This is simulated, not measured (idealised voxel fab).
process module | voxel fin reveal
For reference, the cross-section in this document is cut, with width 275 nm and square cells of 5 nm.
How to read a cross-section here: the picture is a grid of square cells, written as bands going from the top down, and any band can span one or more rows of cells. Band: top and bottom heights (nm) first, top before bottom; then materials from left to right, widths in nm. "edge to edge" marks a sole material filling the band edge to edge. "blank" denotes empty space. Heights from 0 (as-received wafer is one material below). Bottom band endless downward, as "top 0, no bottom". Think of "30->40" as a width that walks from the first number to the second as you go down the band, top row to bottom row, taking equal-sized steps from row to row. You'll sometimes find "no change" written for a step, and that's the way of saying that nowhere in the cross-section did a cell change during that step. The entry "Closed internal cavities" lists the empty spaces that cover at least 8 cells and have no open path to the top. Each is written as width x height at distance, where the distance is measured from the left edge and all three values are in nm. Anything after a step's settings on that line? It's the simulator's own note about the step. You can add "overlay nm" to a step's line. For a step with a mask, it describes how far the mask lay to the right of its planned position, and a negative number describes a lay to the left. Read each pair as before and after one process step. The after cross-section shows only down to the lowest band that changed. The step between them and its settings are given below the pair. Pairs can come from different runs of this module on the same starting wafer. A pair continues from the pair above only where its "Before-step section" entry says so.

**Before-step section**
* top 0, no bottom | Si edge to edge
* Closed internal cavities: none

**Sectional Result**
* top 5, bottom 0 | SiN edge to edge
* Under the height 0 nothing was changed.
* Closed internal cavities: none
The before and after cross-sections above differ by one step: op CONFORMAL_DEP | material SiN | thk nm 5

Before-step section: the state before this step is the cross-section shown after the step in the pair just above.

**Sectional Result**
* top 20, bottom 5 | 75 blank, 15 resist, 20 blank, 15 resist, 20 blank, 15 resist, 20 blank, 15 resist, 80 blank
* Under the height 5 nothing was changed.
* Closed internal cavities: none
The before and after cross-sections above differ by one step: op PATTERN | tone cover | mask id FINS | material resist | width nm 15 | pitch nm 35 | thk nm 15 | overlay nm 0

Before-step section: the state before this step is the cross-section shown after the step in the pair just above.

**Sectional Result**
* top 20, bottom 5 | 75 blank, 15 resist, 20 blank, 15 resist, 20 blank, 15 resist, 20 blank, 15 resist, 80 blank
* top 5, bottom 0 | 75 blank, 15 SiN, 20 blank, 15 SiN, 20 blank, 15 SiN, 20 blank, 15 SiN, 80 blank
* Under the height 0 nothing was changed.
* Closed internal cavities: none
The before and after cross-sections above differ by one step: op DIRECTIONAL_ETCH | etch materials SiN | depth nm 5

Before-step section: the state before this step is the cross-section shown after the step in the pair just above.

**Sectional Result**
* top 20, bottom 5 | 75 blank, 15 resist, 20 blank, 15 resist, 20 blank, 15 resist, 20 blank, 15 resist, 80 blank
* top 5, bottom 0 | 75 blank, 15 SiN, 20 blank, 15 SiN, 20 blank, 15 SiN, 20 blank, 15 SiN, 80 blank
* top 0, bottom -40 | 75 blank, 15 Si, 20 blank, 15 Si, 20 blank, 15 Si, 20 blank, 15 Si, 80 blank
* Under the height -40 nothing was changed.
* Closed internal cavities: none
The before and after cross-sections above differ by one step: op DIRECTIONAL_ETCH | etch materials Si | depth nm 40

Before-step section: the state before this step is the cross-section shown after the step in the pair just above.

**Sectional Result**
* top 5, bottom 0 | 75 blank, 15 SiN, 20 blank, 15 SiN, 20 blank, 15 SiN, 20 blank, 15 SiN, 80 blank
* Under the height 0 nothing was changed.
* Closed internal cavities: none
The before and after cross-sections above differ by one step: op STRIP | etch materials resist

Before-step section: the state before this step is the cross-section shown after the step in the pair just above.

**Sectional Result**
* top 15, bottom 5 | SiO2 edge to edge
* top 5, bottom 0 | 75 SiO2, 15 SiN, 20 SiO2, 15 SiN, 20 SiO2, 15 SiN, 20 SiO2, 15 SiN, 80 SiO2
* top 0, bottom -40 | 75 SiO2, 15 Si, 20 SiO2, 15 Si, 20 SiO2, 15 Si, 20 SiO2, 15 Si, 80 SiO2
* Under the height -40 nothing was changed.
* Closed internal cavities: none
The before and after cross-sections above differ by one step: op FILL_DEP | material SiO2 | thk nm 10

Before-step section: the state before this step is the cross-section shown after the step in the pair just above.

**Sectional Result**
* top 5, bottom 0 | 75 SiO2, 15 SiN, 20 SiO2, 15 SiN, 20 SiO2, 15 SiN, 20 SiO2, 15 SiN, 80 SiO2
* Under the height 0 nothing was changed.
* Closed internal cavities: none
The before and after cross-sections above differ by one step: op CMP | height nm 5

Before-step section: the state before this step is the cross-section shown after the step in the pair just above.

**Sectional Result**
* top 5, bottom 0 | 75 blank, 15 SiN, 20 blank, 15 SiN, 20 blank, 15 SiN, 20 blank, 15 SiN, 80 blank
* top 0, bottom -20 | 75 blank, 15 Si, 20 blank, 15 Si, 20 blank, 15 Si, 20 blank, 15 Si, 80 blank
* Under the height -20 nothing was changed.
* Closed internal cavities: none
The before and after cross-sections above differ by one step: op SELECTIVE_ETCH | etch materials SiO2 | depth nm 25

Before-step section: the state before this step is the cross-section shown after the step in the pair just above.

**Sectional Result**
* top 0, bottom -20 | 75 blank, 15 Si, 20 blank, 15 Si, 20 blank, 15 Si, 20 blank, 15 Si, 80 blank
* Under the height -20 nothing was changed.
* Closed internal cavities: none
The before and after cross-sections above differ by one step: op STRIP | etch materials SiN

Before-step section: the state before this step is the cross-section shown after the step in the pair just above.

**Sectional Result**
* top 5, bottom 0 | 70 blank, 25 HfO2, 10 blank, 25 HfO2, 10 blank, 25 HfO2, 10 blank, 25 HfO2, 75 blank
* top 0, bottom -15 | 70 blank, 5 HfO2, 15 Si, 5 HfO2, 10 blank, 5 HfO2, 15 Si, 5 HfO2, 10 blank, 5 HfO2, 15 Si, 5 HfO2, 10 blank, 5 HfO2, 15 Si, 5 HfO2, 75 blank
* top -15, bottom -20 | 75 HfO2, 15 Si, 20 HfO2, 15 Si, 20 HfO2, 15 Si, 20 HfO2, 15 Si, 80 HfO2
* Under the height -20 nothing was changed.
* Closed internal cavities: none
The before and after cross-sections above differ by one step: op CONFORMAL_DEP | material HfO2 | thk nm 5

**Before-step section**
* top 20, bottom 5 | 75 blank, 15 resist, 20 blank, 15 resist, 20 blank, 15 resist, 20 blank, 15 resist, 80 blank
* top 5, bottom 0 | 75 blank, 15 SiN, 20 blank, 15 SiN, 20 blank, 15 SiN, 20 blank, 15 SiN, 80 blank
* top 0, bottom -40 | 75 blank, 15 Si, 20 blank, 15 Si, 20 blank, 15 Si, 20 blank, 15 Si, 80 blank
* top -40, no bottom | Si edge to edge
* Closed internal cavities: none

**Sectional Result**
* top 20, bottom 5 | 75 blank, 15 resist, 20 blank, 15 resist, 20 blank, 15 resist, 20 blank, 15 resist, 80 blank
* top 5, bottom 0 | 75 blank, 15 SiN, 20 blank, 15 SiN, 20 blank, 15 SiN, 20 blank, 15 SiN, 80 blank
* top 0, bottom -80 | 75 blank, 15 Si, 20 blank, 15 Si, 20 blank, 15 Si, 20 blank, 15 Si, 80 blank
* Under the height -80 nothing was changed.
* Closed internal cavities: none
The before and after cross-sections above differ by one step: op DIRECTIONAL_ETCH | etch materials Si | depth nm 40

Before-step section: the state before this step is the cross-section shown after the step in the pair just above.

**Sectional Result**
* top 5, bottom 0 | 75 blank, 15 SiN, 20 blank, 15 SiN, 20 blank, 15 SiN, 20 blank, 15 SiN, 80 blank
* Under the height 0 nothing was changed.
* Closed internal cavities: none
The before and after cross-sections above differ by one step: op STRIP | etch materials resist

Before-step section: the state before this step is the cross-section shown after the step in the pair just above.

**Sectional Result**
* top 15, bottom 5 | SiO2 edge to edge
* top 5, bottom 0 | 75 SiO2, 15 SiN, 20 SiO2, 15 SiN, 20 SiO2, 15 SiN, 20 SiO2, 15 SiN, 80 SiO2
* top 0, bottom -80 | 75 SiO2, 15 Si, 20 SiO2, 15 Si, 20 SiO2, 15 Si, 20 SiO2, 15 Si, 80 SiO2
* Under the height -80 nothing was changed.
* Closed internal cavities: none
The before and after cross-sections above differ by one step: op FILL_DEP | material SiO2 | thk nm 10

Before-step section: the state before this step is the cross-section shown after the step in the pair just above.

**Sectional Result**
* top 5, bottom 0 | 75 SiO2, 15 SiN, 20 SiO2, 15 SiN, 20 SiO2, 15 SiN, 20 SiO2, 15 SiN, 80 SiO2
* Under the height 0 nothing was changed.
* Closed internal cavities: none
The before and after cross-sections above differ by one step: op CMP | height nm 5

Before-step section: the state before this step is the cross-section shown after the step in the pair just above.

**Sectional Result**
* top 5, bottom 0 | 75 blank, 15 SiN, 20 blank, 15 SiN, 20 blank, 15 SiN, 20 blank, 15 SiN, 80 blank
* top 0, bottom -20 | 75 blank, 15 Si, 20 blank, 15 Si, 20 blank, 15 Si, 20 blank, 15 Si, 80 blank
* Under the height -20 nothing was changed.
* Closed internal cavities: none
The before and after cross-sections above differ by one step: op SELECTIVE_ETCH | etch materials SiO2 | depth nm 25

Before-step section: the state before this step is the cross-section shown after the step in the pair just above.

**Sectional Result**
* top 0, bottom -20 | 75 blank, 15 Si, 20 blank, 15 Si, 20 blank, 15 Si, 20 blank, 15 Si, 80 blank
* Under the height -20 nothing was changed.
* Closed internal cavities: none
The before and after cross-sections above differ by one step: op STRIP | etch materials SiN

Before-step section: the state before this step is the cross-section shown after the step in the pair just above.

**Sectional Result**
* top 5, bottom 0 | 70 blank, 25 HfO2, 10 blank, 25 HfO2, 10 blank, 25 HfO2, 10 blank, 25 HfO2, 75 blank
* top 0, bottom -15 | 70 blank, 5 HfO2, 15 Si, 5 HfO2, 10 blank, 5 HfO2, 15 Si, 5 HfO2, 10 blank, 5 HfO2, 15 Si, 5 HfO2, 10 blank, 5 HfO2, 15 Si, 5 HfO2, 75 blank
* top -15, bottom -20 | 75 HfO2, 15 Si, 20 HfO2, 15 Si, 20 HfO2, 15 Si, 20 HfO2, 15 Si, 80 HfO2
* Under the height -20 nothing was changed.
* Closed internal cavities: none
The before and after cross-sections above differ by one step: op CONFORMAL_DEP | material HfO2 | thk nm 5

**Before-step section**
* top 5, bottom 0 | 75 SiO2, 15 SiN, 20 SiO2, 15 SiN, 20 SiO2, 15 SiN, 20 SiO2, 15 SiN, 80 SiO2
* top 0, bottom -40 | 75 SiO2, 15 Si, 20 SiO2, 15 Si, 20 SiO2, 15 Si, 20 SiO2, 15 Si, 80 SiO2
* top -40, no bottom | Si edge to edge
* Closed internal cavities: none

**Sectional Result**
* top 5, bottom 0 | 75 SiO2, 15 blank, 20 SiO2, 15 blank, 20 SiO2, 15 blank, 20 SiO2, 15 blank, 80 SiO2
* Under the height 0 nothing was changed.
* Closed internal cavities: none
The before and after cross-sections above differ by one step: op STRIP | etch materials SiN

Before-step section: the state before this step is the cross-section shown after the step in the pair just above.

**Sectional Result**
* top 0, bottom -20 | 75 blank, 15 Si, 20 blank, 15 Si, 20 blank, 15 Si, 20 blank, 15 Si, 80 blank
* top -20, bottom -25 | 50 SiO2, 25 blank, 15 Si, 20 blank, 15 Si, 20 blank, 15 Si, 20 blank, 15 Si, 25 blank, 55 SiO2
* Under the height -25 nothing was changed.
* Closed internal cavities: none
The before and after cross-sections above differ by one step: op SELECTIVE_ETCH | etch materials SiO2 | depth nm 25

Before-step section: the state before this step is the cross-section shown after the step in the pair just above.

**Sectional Result**
* top 5, bottom 0 | 70 blank, 25 HfO2, 10 blank, 25 HfO2, 10 blank, 25 HfO2, 10 blank, 25 HfO2, 75 blank
* top 0, bottom -15 | 70 blank, 5 HfO2, 15 Si, 5 HfO2, 10 blank, 5 HfO2, 15 Si, 5 HfO2, 10 blank, 5 HfO2, 15 Si, 5 HfO2, 10 blank, 5 HfO2, 15 Si, 5 HfO2, 75 blank
* top -15, bottom -20 | 55 HfO2, 15 blank, 5 HfO2, 15 Si, 5 HfO2, 10 blank, 5 HfO2, 15 Si, 5 HfO2, 10 blank, 5 HfO2, 15 Si, 5 HfO2, 10 blank, 5 HfO2, 15 Si, 5 HfO2, 15 blank, 60 HfO2
* top -20, bottom -25 | 50 SiO2, 25 HfO2, 15 Si, 20 HfO2, 15 Si, 20 HfO2, 15 Si, 20 HfO2, 15 Si, 25 HfO2, 55 SiO2
* Under the height -25 nothing was changed.
* Closed internal cavities: none
The before and after cross-sections above differ by one step: op CONFORMAL_DEP | material HfO2 | thk nm 5

**Before-step section**
* top 20, bottom 5 | 75 blank, 15 resist, 20 blank, 15 resist, 20 blank, 15 resist, 20 blank, 15 resist, 80 blank
* top 5, bottom 0 | 75 blank, 15 SiN, 20 blank, 15 SiN, 20 blank, 15 SiN, 20 blank, 15 SiN, 80 blank
* top 0, no bottom | Si edge to edge
* Closed internal cavities: none

**Sectional Result**
* top 20, bottom 5 | 75 blank, 15 resist, 20 blank, 15 resist, 20 blank, 15 resist, 20 blank, 15 resist, 80 blank
* top 5, bottom 0 | 75 blank, 15 SiN, 20 blank, 15 SiN, 20 blank, 15 SiN, 20 blank, 15 SiN, 80 blank
* top 0, bottom -35 | 75 blank, 15 Si, 20 blank, 15 Si, 20 blank, 15 Si, 20 blank, 15 Si, 80 blank
* Under the height -35 nothing was changed.
* Closed internal cavities: none
The before and after cross-sections above differ by one step: op DIRECTIONAL_ETCH | etch materials Si | depth nm 35

Before-step section: the state before this step is the cross-section shown after the step in the pair just above.

**Sectional Result**
* top 5, bottom 0 | 75 blank, 15 SiN, 20 blank, 15 SiN, 20 blank, 15 SiN, 20 blank, 15 SiN, 80 blank
* Under the height 0 nothing was changed.
* Closed internal cavities: none
The before and after cross-sections above differ by one step: op STRIP | etch materials resist

Before-step section: the state before this step is the cross-section shown after the step in the pair just above.

**Sectional Result**
* top 15, bottom 5 | SiO2 edge to edge
* top 5, bottom 0 | 75 SiO2, 15 SiN, 20 SiO2, 15 SiN, 20 SiO2, 15 SiN, 20 SiO2, 15 SiN, 80 SiO2
* top 0, bottom -35 | 75 SiO2, 15 Si, 20 SiO2, 15 Si, 20 SiO2, 15 Si, 20 SiO2, 15 Si, 80 SiO2
* Under the height -35 nothing was changed.
* Closed internal cavities: none
The before and after cross-sections above differ by one step: op FILL_DEP | material SiO2 | thk nm 10

Before-step section: the state before this step is the cross-section shown after the step in the pair just above.

**Sectional Result**
* top 5, bottom 0 | 75 SiO2, 15 SiN, 20 SiO2, 15 SiN, 20 SiO2, 15 SiN, 20 SiO2, 15 SiN, 80 SiO2
* Under the height 0 nothing was changed.
* Closed internal cavities: none
The before and after cross-sections above differ by one step: op CMP | height nm 5

Before-step section: the state before this step is the cross-section shown after the step in the pair just above.

**Sectional Result**
* top 5, bottom 0 | 75 blank, 15 SiN, 20 blank, 15 SiN, 20 blank, 15 SiN, 20 blank, 15 SiN, 80 blank
* top 0, bottom -20 | 75 blank, 15 Si, 20 blank, 15 Si, 20 blank, 15 Si, 20 blank, 15 Si, 80 blank
* Under the height -20 nothing was changed.
* Closed internal cavities: none
The before and after cross-sections above differ by one step: op SELECTIVE_ETCH | etch materials SiO2 | depth nm 25

Before-step section: the state before this step is the cross-section shown after the step in the pair just above.

**Sectional Result**
* top 0, bottom -20 | 75 blank, 15 Si, 20 blank, 15 Si, 20 blank, 15 Si, 20 blank, 15 Si, 80 blank
* Under the height -20 nothing was changed.
* Closed internal cavities: none
The before and after cross-sections above differ by one step: op STRIP | etch materials SiN

Before-step section: the state before this step is the cross-section shown after the step in the pair just above.

**Sectional Result**
* top 5, bottom 0 | 70 blank, 25 HfO2, 10 blank, 25 HfO2, 10 blank, 25 HfO2, 10 blank, 25 HfO2, 75 blank
* top 0, bottom -15 | 70 blank, 5 HfO2, 15 Si, 5 HfO2, 10 blank, 5 HfO2, 15 Si, 5 HfO2, 10 blank, 5 HfO2, 15 Si, 5 HfO2, 10 blank, 5 HfO2, 15 Si, 5 HfO2, 75 blank
* top -15, bottom -20 | 75 HfO2, 15 Si, 20 HfO2, 15 Si, 20 HfO2, 15 Si, 20 HfO2, 15 Si, 80 HfO2
* Under the height -20 nothing was changed.
* Closed internal cavities: none
The before and after cross-sections above differ by one step: op CONFORMAL_DEP | material HfO2 | thk nm 5

**Before-step section**
* top 5, bottom 0 | SiN edge to edge
* top 0, no bottom | Si edge to edge
* Closed internal cavities: none

**Sectional Result**
* top 20, bottom 5 | 75 blank, 20 resist, 15 blank, 20 resist, 15 blank, 20 resist, 15 blank, 20 resist, 75 blank
* Under the height 5 nothing was changed.
* Closed internal cavities: none
The before and after cross-sections above differ by one step: op PATTERN | tone cover | mask id FINS | material resist | width nm 20 | pitch nm 35 | thk nm 15 | overlay nm 0

Before-step section: the state before this step is the cross-section shown after the step in the pair just above.

**Sectional Result**
* top 20, bottom 5 | 75 blank, 20 resist, 15 blank, 20 resist, 15 blank, 20 resist, 15 blank, 20 resist, 75 blank
* top 5, bottom 0 | 75 blank, 20 SiN, 15 blank, 20 SiN, 15 blank, 20 SiN, 15 blank, 20 SiN, 75 blank
* Under the height 0 nothing was changed.
* Closed internal cavities: none
The before and after cross-sections above differ by one step: op DIRECTIONAL_ETCH | etch materials SiN | depth nm 5

Before-step section: the state before this step is the cross-section shown after the step in the pair just above.

**Sectional Result**
* top 20, bottom 5 | 75 blank, 20 resist, 15 blank, 20 resist, 15 blank, 20 resist, 15 blank, 20 resist, 75 blank
* top 5, bottom 0 | 75 blank, 20 SiN, 15 blank, 20 SiN, 15 blank, 20 SiN, 15 blank, 20 SiN, 75 blank
* top 0, bottom -40 | 75 blank, 20 Si, 15 blank, 20 Si, 15 blank, 20 Si, 15 blank, 20 Si, 75 blank
* Under the height -40 nothing was changed.
* Closed internal cavities: none
The before and after cross-sections above differ by one step: op DIRECTIONAL_ETCH | etch materials Si | depth nm 40

Before-step section: the state before this step is the cross-section shown after the step in the pair just above.

**Sectional Result**
* top 5, bottom 0 | 75 blank, 20 SiN, 15 blank, 20 SiN, 15 blank, 20 SiN, 15 blank, 20 SiN, 75 blank
* Under the height 0 nothing was changed.
* Closed internal cavities: none
The before and after cross-sections above differ by one step: op STRIP | etch materials resist

Before-step section: the state before this step is the cross-section shown after the step in the pair just above.

**Sectional Result**
* top 15, bottom 5 | SiO2 edge to edge
* top 5, bottom 0 | 75 SiO2, 20 SiN, 15 SiO2, 20 SiN, 15 SiO2, 20 SiN, 15 SiO2, 20 SiN, 75 SiO2
* top 0, bottom -40 | 75 SiO2, 20 Si, 15 SiO2, 20 Si, 15 SiO2, 20 Si, 15 SiO2, 20 Si, 75 SiO2
* Under the height -40 nothing was changed.
* Closed internal cavities: none
The before and after cross-sections above differ by one step: op FILL_DEP | material SiO2 | thk nm 10

Before-step section: the state before this step is the cross-section shown after the step in the pair just above.

**Sectional Result**
* top 5, bottom 0 | 75 SiO2, 20 SiN, 15 SiO2, 20 SiN, 15 SiO2, 20 SiN, 15 SiO2, 20 SiN, 75 SiO2
* Under the height 0 nothing was changed.
* Closed internal cavities: none
The before and after cross-sections above differ by one step: op CMP | height nm 5

Before-step section: the state before this step is the cross-section shown after the step in the pair just above.

**Sectional Result**
* top 5, bottom 0 | 75 blank, 20 SiN, 15 blank, 20 SiN, 15 blank, 20 SiN, 15 blank, 20 SiN, 75 blank
* top 0, bottom -20 | 75 blank, 20 Si, 15 blank, 20 Si, 15 blank, 20 Si, 15 blank, 20 Si, 75 blank
* Under the height -20 nothing was changed.
* Closed internal cavities: none
The before and after cross-sections above differ by one step: op SELECTIVE_ETCH | etch materials SiO2 | depth nm 25

Before-step section: the state before this step is the cross-section shown after the step in the pair just above.

**Sectional Result**
* top 0, bottom -20 | 75 blank, 20 Si, 15 blank, 20 Si, 15 blank, 20 Si, 15 blank, 20 Si, 75 blank
* Under the height -20 nothing was changed.
* Closed internal cavities: none
The before and after cross-sections above differ by one step: op STRIP | etch materials SiN

Before-step section: the state before this step is the cross-section shown after the step in the pair just above.

**Sectional Result**
* top 5, bottom 0 | 70 blank, 30 HfO2, 5 blank, 30 HfO2, 5 blank, 30 HfO2, 5 blank, 30 HfO2, 70 blank
* top 0, bottom -15 | 70 blank, 5 HfO2, 20 Si, 5 HfO2, 5 blank, 5 HfO2, 20 Si, 5 HfO2, 5 blank, 5 HfO2, 20 Si, 5 HfO2, 5 blank, 5 HfO2, 20 Si, 5 HfO2, 70 blank
* top -15, bottom -20 | 75 HfO2, 20 Si, 15 HfO2, 20 Si, 15 HfO2, 20 Si, 15 HfO2, 20 Si, 75 HfO2
* Under the height -20 nothing was changed.
* Closed internal cavities: none
The before and after cross-sections above differ by one step: op CONFORMAL_DEP | material HfO2 | thk nm 5

**Before-step section**
* top 5, bottom 0 | SiN edge to edge
* top 0, no bottom | Si edge to edge
* Closed internal cavities: none

**Sectional Result**
* top 20, bottom 5 | 85 blank, 15 resist, 20 blank, 15 resist, 20 blank, 15 resist, 20 blank, 15 resist, 70 blank
* Under the height 5 nothing was changed.
* Closed internal cavities: none
The before and after cross-sections above differ by one step: op PATTERN | tone cover | mask id FINS | material resist | width nm 15 | pitch nm 35 | thk nm 15 | overlay nm 10

Before-step section: the state before this step is the cross-section shown after the step in the pair just above.

**Sectional Result**
* top 20, bottom 5 | 85 blank, 15 resist, 20 blank, 15 resist, 20 blank, 15 resist, 20 blank, 15 resist, 70 blank
* top 5, bottom 0 | 85 blank, 15 SiN, 20 blank, 15 SiN, 20 blank, 15 SiN, 20 blank, 15 SiN, 70 blank
* Under the height 0 nothing was changed.
* Closed internal cavities: none
The before and after cross-sections above differ by one step: op DIRECTIONAL_ETCH | etch materials SiN | depth nm 5

Before-step section: the state before this step is the cross-section shown after the step in the pair just above.

**Sectional Result**
* top 20, bottom 5 | 85 blank, 15 resist, 20 blank, 15 resist, 20 blank, 15 resist, 20 blank, 15 resist, 70 blank
* top 5, bottom 0 | 85 blank, 15 SiN, 20 blank, 15 SiN, 20 blank, 15 SiN, 20 blank, 15 SiN, 70 blank
* top 0, bottom -40 | 85 blank, 15 Si, 20 blank, 15 Si, 20 blank, 15 Si, 20 blank, 15 Si, 70 blank
* Under the height -40 nothing was changed.
* Closed internal cavities: none
The before and after cross-sections above differ by one step: op DIRECTIONAL_ETCH | etch materials Si | depth nm 40

Before-step section: the state before this step is the cross-section shown after the step in the pair just above.

**Sectional Result**
* top 5, bottom 0 | 85 blank, 15 SiN, 20 blank, 15 SiN, 20 blank, 15 SiN, 20 blank, 15 SiN, 70 blank
* Under the height 0 nothing was changed.
* Closed internal cavities: none
The before and after cross-sections above differ by one step: op STRIP | etch materials resist

Before-step section: the state before this step is the cross-section shown after the step in the pair just above.

**Sectional Result**
* top 15, bottom 5 | SiO2 edge to edge
* top 5, bottom 0 | 85 SiO2, 15 SiN, 20 SiO2, 15 SiN, 20 SiO2, 15 SiN, 20 SiO2, 15 SiN, 70 SiO2
* top 0, bottom -40 | 85 SiO2, 15 Si, 20 SiO2, 15 Si, 20 SiO2, 15 Si, 20 SiO2, 15 Si, 70 SiO2
* Under the height -40 nothing was changed.
* Closed internal cavities: none
The before and after cross-sections above differ by one step: op FILL_DEP | material SiO2 | thk nm 10

Before-step section: the state before this step is the cross-section shown after the step in the pair just above.

**Sectional Result**
* top 5, bottom 0 | 85 SiO2, 15 SiN, 20 SiO2, 15 SiN, 20 SiO2, 15 SiN, 20 SiO2, 15 SiN, 70 SiO2
* Under the height 0 nothing was changed.
* Closed internal cavities: none
The before and after cross-sections above differ by one step: op CMP | height nm 5

Before-step section: the state before this step is the cross-section shown after the step in the pair just above.

**Sectional Result**
* top 5, bottom 0 | 85 blank, 15 SiN, 20 blank, 15 SiN, 20 blank, 15 SiN, 20 blank, 15 SiN, 70 blank
* top 0, bottom -20 | 85 blank, 15 Si, 20 blank, 15 Si, 20 blank, 15 Si, 20 blank, 15 Si, 70 blank
* Under the height -20 nothing was changed.
* Closed internal cavities: none
The before and after cross-sections above differ by one step: op SELECTIVE_ETCH | etch materials SiO2 | depth nm 25

Before-step section: the state before this step is the cross-section shown after the step in the pair just above.

**Sectional Result**
* top 0, bottom -20 | 85 blank, 15 Si, 20 blank, 15 Si, 20 blank, 15 Si, 20 blank, 15 Si, 70 blank
* Under the height -20 nothing was changed.
* Closed internal cavities: none
The before and after cross-sections above differ by one step: op STRIP | etch materials SiN

Before-step section: the state before this step is the cross-section shown after the step in the pair just above.

**Sectional Result**
* top 5, bottom 0 | 80 blank, 25 HfO2, 10 blank, 25 HfO2, 10 blank, 25 HfO2, 10 blank, 25 HfO2, 65 blank
* top 0, bottom -15 | 80 blank, 5 HfO2, 15 Si, 5 HfO2, 10 blank, 5 HfO2, 15 Si, 5 HfO2, 10 blank, 5 HfO2, 15 Si, 5 HfO2, 10 blank, 5 HfO2, 15 Si, 5 HfO2, 65 blank
* top -15, bottom -20 | 85 HfO2, 15 Si, 20 HfO2, 15 Si, 20 HfO2, 15 Si, 20 HfO2, 15 Si, 70 HfO2
* Under the height -20 nothing was changed.
* Closed internal cavities: none
The before and after cross-sections above differ by one step: op CONFORMAL_DEP | material HfO2 | thk nm 5

**Before-step section**
* top 0, bottom -20 | 75 blank, 15 Si, 20 blank, 15 Si, 20 blank, 15 Si, 20 blank, 15 Si, 80 blank
* top -20, bottom -40 | 75 SiO2, 15 Si, 20 SiO2, 15 Si, 20 SiO2, 15 Si, 20 SiO2, 15 Si, 80 SiO2
* top -40, no bottom | Si edge to edge
* Closed internal cavities: none

**Sectional Result**
* top 5, bottom 0 | 70 blank, 25 SiO2, 10 blank, 25 SiO2, 10 blank, 25 SiO2, 10 blank, 25 SiO2, 75 blank
* top 0, bottom -15 | 70 blank, 5 SiO2, 15 Si, 5 SiO2, 10 blank, 5 SiO2, 15 Si, 5 SiO2, 10 blank, 5 SiO2, 15 Si, 5 SiO2, 10 blank, 5 SiO2, 15 Si, 5 SiO2, 75 blank
* top -15, bottom -40 | 75 SiO2, 15 Si, 20 SiO2, 15 Si, 20 SiO2, 15 Si, 20 SiO2, 15 Si, 80 SiO2
* Under the height -40 nothing was changed.
* Closed internal cavities: none
The before and after cross-sections above differ by one step: op CONFORMAL_DEP | material SiO2 | thk nm 5

**Before-step section**
* top 5, bottom 0 | SiN edge to edge
* top 0, no bottom | Si edge to edge
* Closed internal cavities: none

**Sectional Result**
* top 20, bottom 5 | 75 resist, 15 blank, 20 resist, 15 blank, 20 resist, 15 blank, 20 resist, 15 blank, 80 resist
* Under the height 5 nothing was changed.
* Closed internal cavities: none
The before and after cross-sections above differ by one step: op PATTERN | tone open | mask id FINS | material resist | width nm 15 | pitch nm 35 | thk nm 15 | overlay nm 0

Before-step section: the state before this step is the cross-section shown after the step in the pair just above.

**Sectional Result**
* top 20, bottom 5 | 75 resist, 15 blank, 20 resist, 15 blank, 20 resist, 15 blank, 20 resist, 15 blank, 80 resist
* top 5, bottom 0 | 75 SiN, 15 blank, 20 SiN, 15 blank, 20 SiN, 15 blank, 20 SiN, 15 blank, 80 SiN
* Under the height 0 nothing was changed.
* Closed internal cavities: none
The before and after cross-sections above differ by one step: op DIRECTIONAL_ETCH | etch materials SiN | depth nm 5

Before-step section: the state before this step is the cross-section shown after the step in the pair just above.

**Sectional Result**
* top 20, bottom 5 | 75 resist, 15 blank, 20 resist, 15 blank, 20 resist, 15 blank, 20 resist, 15 blank, 80 resist
* top 5, bottom 0 | 75 SiN, 15 blank, 20 SiN, 15 blank, 20 SiN, 15 blank, 20 SiN, 15 blank, 80 SiN
* top 0, bottom -40 | 75 Si, 15 blank, 20 Si, 15 blank, 20 Si, 15 blank, 20 Si, 15 blank, 80 Si
* Under the height -40 nothing was changed.
* Closed internal cavities: none
The before and after cross-sections above differ by one step: op DIRECTIONAL_ETCH | etch materials Si | depth nm 40

Before-step section: the state before this step is the cross-section shown after the step in the pair just above.

**Sectional Result**
* top 5, bottom 0 | 75 SiN, 15 blank, 20 SiN, 15 blank, 20 SiN, 15 blank, 20 SiN, 15 blank, 80 SiN
* Under the height 0 nothing was changed.
* Closed internal cavities: none
The before and after cross-sections above differ by one step: op STRIP | etch materials resist

Before-step section: the state before this step is the cross-section shown after the step in the pair just above.

**Sectional Result**
* top 15, bottom 5 | SiO2 edge to edge
* top 5, bottom 0 | 75 SiN, 15 SiO2, 20 SiN, 15 SiO2, 20 SiN, 15 SiO2, 20 SiN, 15 SiO2, 80 SiN
* top 0, bottom -40 | 75 Si, 15 SiO2, 20 Si, 15 SiO2, 20 Si, 15 SiO2, 20 Si, 15 SiO2, 80 Si
* Under the height -40 nothing was changed.
* Closed internal cavities: none
The before and after cross-sections above differ by one step: op FILL_DEP | material SiO2 | thk nm 10

Before-step section: the state before this step is the cross-section shown after the step in the pair just above.

**Sectional Result**
* top 5, bottom 0 | 75 SiN, 15 SiO2, 20 SiN, 15 SiO2, 20 SiN, 15 SiO2, 20 SiN, 15 SiO2, 80 SiN
* Under the height 0 nothing was changed.
* Closed internal cavities: none
The before and after cross-sections above differ by one step: op CMP | height nm 5

Before-step section: the state before this step is the cross-section shown after the step in the pair just above.

**Sectional Result**
* top 5, bottom 0 | 75 SiN, 15 blank, 20 SiN, 15 blank, 20 SiN, 15 blank, 20 SiN, 15 blank, 80 SiN
* top 0, bottom -20 | 75 Si, 15 blank, 20 Si, 15 blank, 20 Si, 15 blank, 20 Si, 15 blank, 80 Si
* Under the height -20 nothing was changed.
* Closed internal cavities: none
The before and after cross-sections above differ by one step: op SELECTIVE_ETCH | etch materials SiO2 | depth nm 25

Before-step section: the state before this step is the cross-section shown after the step in the pair just above.

**Sectional Result**
* top 0, bottom -20 | 75 Si, 15 blank, 20 Si, 15 blank, 20 Si, 15 blank, 20 Si, 15 blank, 80 Si
* Under the height -20 nothing was changed.
* Closed internal cavities: none
The before and after cross-sections above differ by one step: op STRIP | etch materials SiN

Before-step section: the state before this step is the cross-section shown after the step in the pair just above.

**Sectional Result**
* top 5, bottom 0 | 80 HfO2, 5 blank, 30 HfO2, 5 blank, 30 HfO2, 5 blank, 30 HfO2, 5 blank, 85 HfO2
* top 0, bottom -15 | 75 Si, 5 HfO2, 5 blank, 5 HfO2, 20 Si, 5 HfO2, 5 blank, 5 HfO2, 20 Si, 5 HfO2, 5 blank, 5 HfO2, 20 Si, 5 HfO2, 5 blank, 5 HfO2, 80 Si
* top -15, bottom -20 | 75 Si, 15 HfO2, 20 Si, 15 HfO2, 20 Si, 15 HfO2, 20 Si, 15 HfO2, 80 Si
* Under the height -20 nothing was changed.
* Closed internal cavities: none
The before and after cross-sections above differ by one step: op CONFORMAL_DEP | material HfO2 | thk nm 5
